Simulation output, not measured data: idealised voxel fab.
Title: Process Module voxel gate over fins
Each square cell in cross-section cut measures 5 nm, and the section as a whole is 270 nm wide.
Cross-section spec: square-cell grid; bands listed top down; each band is one or more rows.
A band entry consists of two parts. The first gives the height of the band's top and the height of its bottom, in nm. The rest lists the band's materials from left to right, each with its width in nm. A single material labelled with the word "throughout" fills the band from edge to edge, and the word "empty" marks empty space.
Heights are reckoned from 0. Under this level, the received wafer is all of one material. The bottommost band is open-ended downward, for example "0 down".
Per-row width for "30 to 40": begins at first number (top row of band), ends at second number (bottom row), increment between rows held constant.
"nothing was modified" for a step: no cell of the cross-section changed in that step.
You'll see "Listed closed voids" listing empty spaces that have no way open to the top, as long as they're 8 cells or more; the notation is width x height at distance, where the distance is from the left edge, and all of it is in nm.
Whatever follows a step's settings on its line is a remark the simulator itself makes about that step.
overlay nm: where the mask lay relative to plan, measured to the right, on steps with a mask; negatives go left.
The planned process steps are enumerated hereunder
step 1: RECEIVE: material Si
step 2: CONFORMAL_DEP: material SiN, thk nm 5
step 3: MASKED_ETCH: tone cover, mask id FINS, width nm 15, pitch nm 55, etch materials SiN, depth nm 5, overlay nm 0
step 4: MASKED_ETCH: tone cover, mask id FINS, width nm 15, pitch nm 55, etch materials Si, depth nm 35, overlay nm -15
step 5: OXIDIZE: depth nm 5
step 6: FILL_DEP: material SiO2, thk nm 15
step 7: CMP: height nm 5
step 8: PATTERN: tone open, mask id RAIL, material resist, width nm 15, thk nm 20, overlay nm 0
step 9: DIRECTIONAL_ETCH: etch materials SiO2, depth nm 35
step 10: STRIP: etch materials resist
step 11: CONFORMAL_DEP: material TiN, thk nm 5
step 12: FILL_DEP: material Ru, thk nm 5
step 13: CMP: height nm 5
step 14: SELECTIVE_ETCH: etch materials W Ru TiN, depth nm 20
step 15: FILL_DEP: material SiO2, thk nm 5
step 16: CMP: height nm 5
step 17: SELECTIVE_ETCH: etch materials SiO2, depth nm 15
step 18: STRIP: etch materials SiN
step 19: CONFORMAL_DEP: material HfO2, thk nm 5
step 20: CONFORMAL_DEP: material TiN, thk nm 5
step 21: FILL_DEP: material W, thk nm 15
step 22: CMP: height nm 20
step 23: CONFORMAL_DEP: material SiCN, thk nm 5
Same starting wafers, different overlay nm at step 4. Plan value belongs to the first wafer.
After step 1, as received: first of several wafers, cross-section
	0 down | Si throughout
	Listed closed voids: none
Wafer rows, end of module: cells per material gained (+) or lost (-) since receipt; closed voids last
overlay nm -15; +70 HfO2; +2 Ru; -316 Si; +54 SiCN; +219 SiO2; +77 TiN; +164 W; Listed closed voids: none
overlay nm -10; +70 HfO2; +2 Ru; -344 Si; +54 SiCN; +243 SiO2; +77 TiN; +168 W; Listed closed voids: none
overlay nm -5; +70 HfO2; +2 Ru; -372 Si; +54 SiCN; +267 SiO2; +77 TiN; +172 W; Listed closed voids: none
overlay nm 0; +70 HfO2; +2 Ru; -400 Si; +54 SiCN; +291 SiO2; +77 TiN; +176 W; Listed closed voids: none
overlay nm 5; +70 HfO2; +2 Ru; -372 Si; +54 SiCN; +267 SiO2; +77 TiN; +172 W; Listed closed voids: none
overlay nm 10; +70 HfO2; +2 Ru; -344 Si; +54 SiCN; +243 SiO2; +77 TiN; +168 W; Listed closed voids: none
overlay nm 15; +70 HfO2; +2 Ru; -316 Si; +54 SiCN; +219 SiO2; +77 TiN; +164 W; Listed closed voids: none
